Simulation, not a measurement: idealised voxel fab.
process module | voxel air gaps
cross-section cut | 245 nm wide | cells 5 nm
A cross-section is a grid of square cells, given in bands from the top down. A band is one or more rows of cells.
Each band's line starts with the height of the band's top and of its bottom, in nm. Then come its materials from left to right, each with its width in nm. One material with "throughout" fills the band from edge to edge. "air" is empty space.
Height 0 is the level under which the wafer as received is all one material. The lowest band goes on downwards, as in "0 down".
A width such as "30 to 40" changes by the same amount from each row of cells to the next, from the band's top row to its bottom row.
"no change" after a step means that no cell of the cross-section changed.
closed voids: empty space of 8 cells or more with no open way to the top, each as width x height at its distance from the left edge, in nm
after a step's settings: what the simulator itself notes on the step
overlay nm, on a step with a mask: how far to the right of its planned place the mask lay; to the left if negative
plan
1 op RECEIVE | material Si
2 op CONFORMAL_DEP | material SiO2 | thk nm 10
3 op CONFORMAL_DEP | material SiCN | thk nm 5
4 op DIRECTIONAL_DEP | material SiO2 | thk nm 40
5 op MASKED_ETCH | tone open | mask id LINES | width nm 25 | pitch nm 50 | etch materials SiO2 | depth nm 40 | overlay nm 0
6 op CONFORMAL_DEP | material TiN | thk nm 5
7 op FILL_DEP | material W | thk nm 5
8 op CMP | height nm 55
9 op EPI | material Ru | thk nm 10
10 op SELECTIVE_ETCH | etch materials SiO2 | depth nm 50
11 op CONFORMAL_DEP | material SiCN | thk nm 5
first wafer, as planned
as received, after step 1
  0 down: Si throughout
  closed voids: none
after step 2
  10 to 0: SiO2 throughout
  below 0: unchanged
after step 3
  15 to 10: SiCN throughout
  below 10: unchanged
after step 4
  55 to 15: SiO2 throughout
  below 15: unchanged
after step 5
  55 to 15: SiO2 60 | air 25 | SiO2 25 | air 25 | SiO2 25 | air 25 | SiO2 60
  below 15: unchanged
after step 6
  60 to 55: TiN 65 | air 15 | TiN 35 | air 15 | TiN 35 | air 15 | TiN 65
  55 to 20: SiO2 60 | TiN 5 | air 15 | TiN 5 | SiO2 25 | TiN 5 | air 15 | TiN 5 | SiO2 25 | TiN 5 | air 15 | TiN 5 | SiO2 60
  20 to 15: SiO2 60 | TiN 25 | SiO2 25 | TiN 25 | SiO2 25 | TiN 25 | SiO2 60
  below 15: unchanged
after step 7
  65 to 60: W throughout
  60 to 55: TiN 65 | W 15 | TiN 35 | W 15 | TiN 35 | W 15 | TiN 65
  55 to 20: SiO2 60 | TiN 5 | W 15 | TiN 5 | SiO2 25 | TiN 5 | W 15 | TiN 5 | SiO2 25 | TiN 5 | W 15 | TiN 5 | SiO2 60
  below 20: unchanged
after step 8
  55 to 20: SiO2 60 | TiN 5 | W 15 | TiN 5 | SiO2 25 | TiN 5 | W 15 | TiN 5 | SiO2 25 | TiN 5 | W 15 | TiN 5 | SiO2 60
  below 20: unchanged
after step 9
  65 to 55: air 50 | Ru 45 | air 5 | Ru 45 | air 5 | Ru 45 | air 50
  below 55: unchanged
after step 10
  65 to 55: air 50 | Ru 45 | air 5 | Ru 45 | air 5 | Ru 45 | air 50
  55 to 20: air 60 | TiN 5 | W 15 | TiN 5 | air 25 | TiN 5 | W 15 | TiN 5 | air 25 | TiN 5 | W 15 | TiN 5 | air 60
  20 to 15: air 60 | TiN 25 | air 25 | TiN 25 | air 25 | TiN 25 | air 60
  below 15: unchanged
after step 11
  70 to 65: air 45 | SiCN 155 | air 45
  65 to 55: air 45 | SiCN 5 | Ru 45 | SiCN 5 | Ru 45 | SiCN 5 | Ru 45 | SiCN 5 | air 45
  55 to 50: air 45 | SiCN 15 | TiN 5 | W 15 | TiN 5 | SiCN 25 | TiN 5 | W 15 | TiN 5 | SiCN 25 | TiN 5 | W 15 | TiN 5 | SiCN 15 | air 45
  50 to 20: air 55 | SiCN 5 | TiN 5 | W 15 | TiN 5 | SiCN 5 | air 15 | SiCN 5 | TiN 5 | W 15 | TiN 5 | SiCN 5 | air 15 | SiCN 5 | TiN 5 | W 15 | TiN 5 | SiCN 5 | air 55
  20 to 15: SiCN 60 | TiN 25 | SiCN 25 | TiN 25 | SiCN 25 | TiN 25 | SiCN 60
  below 15: unchanged
  closed voids: 15 x 30 at 90; 15 x 30 at 140
second wafer: like start, like plan, one mistake. Through step 4 it matches the first wafer
when step 5 should have ended
  55 to 15: SiO2 60 | air 30 | SiO2 20 | air 30 | SiO2 20 | air 30 | SiO2 55
  below 15: unchanged
when step 6 should have ended
  60 to 55: TiN 65 | air 20 | TiN 30 | air 20 | TiN 30 | air 20 | TiN 60
  55 to 20: SiO2 60 | TiN 5 | air 20 | TiN 5 | SiO2 20 | TiN 5 | air 20 | TiN 5 | SiO2 20 | TiN 5 | air 20 | TiN 5 | SiO2 55
  20 to 15: SiO2 60 | TiN 30 | SiO2 20 | TiN 30 | SiO2 20 | TiN 30 | SiO2 55
  below 15: unchanged
when step 7 should have ended
  65 to 60: W throughout
  60 to 55: TiN 65 | W 20 | TiN 30 | W 20 | TiN 30 | W 20 | TiN 60
  55 to 20: SiO2 60 | TiN 5 | W 20 | TiN 5 | SiO2 20 | TiN 5 | W 20 | TiN 5 | SiO2 20 | TiN 5 | W 20 | TiN 5 | SiO2 55
  below 20: unchanged
when step 8 should have ended
  55 to 20: SiO2 60 | TiN 5 | W 20 | TiN 5 | SiO2 20 | TiN 5 | W 20 | TiN 5 | SiO2 20 | TiN 5 | W 20 | TiN 5 | SiO2 55
  below 20: unchanged
when step 9 should have ended
  65 to 55: air 50 | Ru 150 | air 45
  below 55: unchanged
when step 10 should have ended
  65 to 55: air 50 | Ru 150 | air 45
  55 to 20: air 60 | TiN 5 | W 20 | TiN 5 | SiO2 20 | TiN 5 | W 20 | TiN 5 | SiO2 20 | TiN 5 | W 20 | TiN 5 | air 55
  20 to 15: air 60 | TiN 30 | SiO2 20 | TiN 30 | SiO2 20 | TiN 30 | air 55
  below 15: unchanged
when step 11 should have ended
  70 to 65: air 45 | SiCN 160 | air 40
  65 to 55: air 45 | SiCN 5 | Ru 150 | SiCN 5 | air 40
  55 to 50: air 45 | SiCN 15 | TiN 5 | W 20 | TiN 5 | SiO2 20 | TiN 5 | W 20 | TiN 5 | SiO2 20 | TiN 5 | W 20 | TiN 5 | SiCN 15 | air 40
  50 to 20: air 55 | SiCN 5 | TiN 5 | W 20 | TiN 5 | SiO2 20 | TiN 5 | W 20 | TiN 5 | SiO2 20 | TiN 5 | W 20 | TiN 5 | SiCN 5 | air 50
  20 to 15: SiCN 60 | TiN 30 | SiO2 20 | TiN 30 | SiO2 20 | TiN 30 | SiCN 55
  below 15: unchanged
what went wrong: step 5 ran as: op MASKED_ETCH | tone open | mask id LINES | width nm 30 | pitch nm 50 | etch materials SiO2 | depth nm 40 | overlay nm 0
at the end the second wafer has, in cells: 6 more of Ru | 48 fewer of SiCN | 64 more of SiO2 | 3 more of TiN | 21 more of W
closed voids at the end (first wafer, second wafer): 2, 0
